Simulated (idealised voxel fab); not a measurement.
Process module, titled voxel gate over fins
The width of the displayed cross-section, cut, is 265 nm; its cells are square, with a size of 5 nm.
When this document writes out a cross-section, it uses a grid of square cells and lists it as bands, beginning at the top and moving down, with a band standing for one or more rows of cells. Each band's line starts with the height of the band's top and of its bottom, in nm. Then come its materials from left to right, each with its width in nm. One material with "full width" fills the band from edge to edge. "empty" is empty space. A quick word on heights: they are counted from 0, and under that level the wafer as it came to us is one material throughout. The lowest band is different from the rest in having no bottom; it simply continues downward, written as in "0..down". You'd read "30 to 40" like this: the band's top row of cells is as wide as the first number, its bottom row is as wide as the second, and going down, every row changes width by the same amount as the row before did. "nothing altered" for a step: no cell of the cross-section changed in that step. The list in "Closed void inventory" covers empty spaces of 8 cells or more that cannot reach the top through any open way, and it gives each as width x height at distance; the distance is from the left edge, and width, height and distance are in nm. On a step's line, text after the settings is the simulator commenting on that step. What "overlay nm" on a step's line means: if the step has a mask, that mask lay this far to the right of its planned place, or, when the value is negative, to the left.
### So here's the lineup of process steps we planned
1,RECEIVE, material Si
2,CONFORMAL_DEP, material SiN, thk nm 5
3,MASKED_ETCH, tone cover, mask id FINS, width nm 15, pitch nm 50, etch materials SiN, depth nm 5, overlay nm 0
4,MASKED_ETCH, tone cover, mask id FINS, width nm 15, pitch nm 50, etch materials Si, depth nm 35, overlay nm 0
5,FILL_DEP, material SiO2, thk nm 5
6,CMP, height nm 5
7,DIRECTIONAL_DEP, material aC, thk nm 15
8,PATTERN, tone open, mask id RAIL, material resist, width nm 15, thk nm 35, overlay nm 0
9,DIRECTIONAL_ETCH, etch materials aC, depth nm 15
10,STRIP, etch materials resist
11,DIRECTIONAL_ETCH, etch materials SiO2, depth nm 35
12,STRIP, etch materials aC
13,CONFORMAL_DEP, material TiN, thk nm 5
14,FILL_DEP, material W, thk nm 5
15,CMP, height nm 5
16,SELECTIVE_ETCH, etch materials W Ru TiN, depth nm 30
17,FILL_DEP, material SiO2, thk nm 5
18,CMP, height nm 5
19,SELECTIVE_ETCH, etch materials SiO2, depth nm 20
20,STRIP, etch materials SiN
21,CONFORMAL_DEP, material HfO2, thk nm 5
22,CONFORMAL_DEP, material TiN, thk nm 5
23,FILL_DEP, material W, thk nm 15
24,CMP, height nm 20
25,CONFORMAL_DEP, material SiN, thk nm 10
### Wafer as received: cross-section following step 1
  0..down = Si full width
  Closed void inventory: none
### Wafer cross-section at module end: first of two, run to plan
  30..20 = SiN full width
  20..10 = W full width
  10..5 = 65 W, 35 TiN, 15 W, 35 TiN, 15 W, 35 TiN, 65 W
  5..0 = 65 W, 5 TiN, 25 HfO2, 5 TiN, 15 W, 5 TiN, 25 HfO2, 5 TiN, 15 W, 5 TiN, 25 HfO2, 5 TiN, 65 W
  0..-5 = 65 W, 5 TiN, 5 HfO2, 15 Si, 5 HfO2, 5 TiN, 15 W, 5 TiN, 5 HfO2, 15 Si, 5 HfO2, 5 TiN, 15 W, 5 TiN, 5 HfO2, 15 Si, 5 HfO2, 5 TiN, 65 W
  -5..-10 = 70 TiN, 5 HfO2, 15 Si, 5 HfO2, 25 TiN, 5 HfO2, 15 Si, 5 HfO2, 25 TiN, 5 HfO2, 15 Si, 5 HfO2, 70 TiN
  -10..-15 = 75 HfO2, 15 Si, 35 HfO2, 15 Si, 35 HfO2, 15 Si, 75 HfO2
  -15..-25 = 75 SiO2, 15 Si, 35 SiO2, 15 Si, 35 SiO2, 15 Si, 75 SiO2
  -25..-30 = 75 SiO2, 15 Si, 10 SiO2, 15 TiN, 10 SiO2, 15 Si, 35 SiO2, 15 Si, 75 SiO2
  -30..-35 = 75 SiO2, 15 Si, 35 SiO2, 15 Si, 35 SiO2, 15 Si, 75 SiO2
  -35..down = Si full width
  Closed void inventory: none
### Cross-section, wafer two of two, end of module: same start and plan as wafer one, one error in execution
  35..20 = SiN full width
  20..10 = W full width
  10..5 = 65 W, 35 TiN, 15 W, 35 TiN, 15 W, 35 TiN, 65 W
  5..0 = 65 W, 5 TiN, 25 HfO2, 5 TiN, 15 W, 5 TiN, 25 HfO2, 5 TiN, 15 W, 5 TiN, 25 HfO2, 5 TiN, 65 W
  0..-5 = 65 W, 5 TiN, 5 HfO2, 15 Si, 5 HfO2, 5 TiN, 15 W, 5 TiN, 5 HfO2, 15 Si, 5 HfO2, 5 TiN, 15 W, 5 TiN, 5 HfO2, 15 Si, 5 HfO2, 5 TiN, 65 W
  -5..-10 = 70 TiN, 5 HfO2, 15 Si, 5 HfO2, 25 TiN, 5 HfO2, 15 Si, 5 HfO2, 25 TiN, 5 HfO2, 15 Si, 5 HfO2, 70 TiN
  -10..-15 = 75 HfO2, 15 Si, 35 HfO2, 15 Si, 35 HfO2, 15 Si, 75 HfO2
  -15..-25 = 75 SiO2, 15 Si, 35 SiO2, 15 Si, 35 SiO2, 15 Si, 75 SiO2
  -25..-30 = 75 SiO2, 15 Si, 10 SiO2, 15 TiN, 10 SiO2, 15 Si, 35 SiO2, 15 Si, 75 SiO2
  -30..-35 = 75 SiO2, 15 Si, 35 SiO2, 15 Si, 35 SiO2, 15 Si, 75 SiO2
  -35..down = Si full width
  Closed void inventory: none
Processing error: step 25 ran differently from the plan; actual operation with settings: CONFORMAL_DEP, material SiN, thk nm 15
Cell-count delta at end, second wafer over first, by material: SiN +53
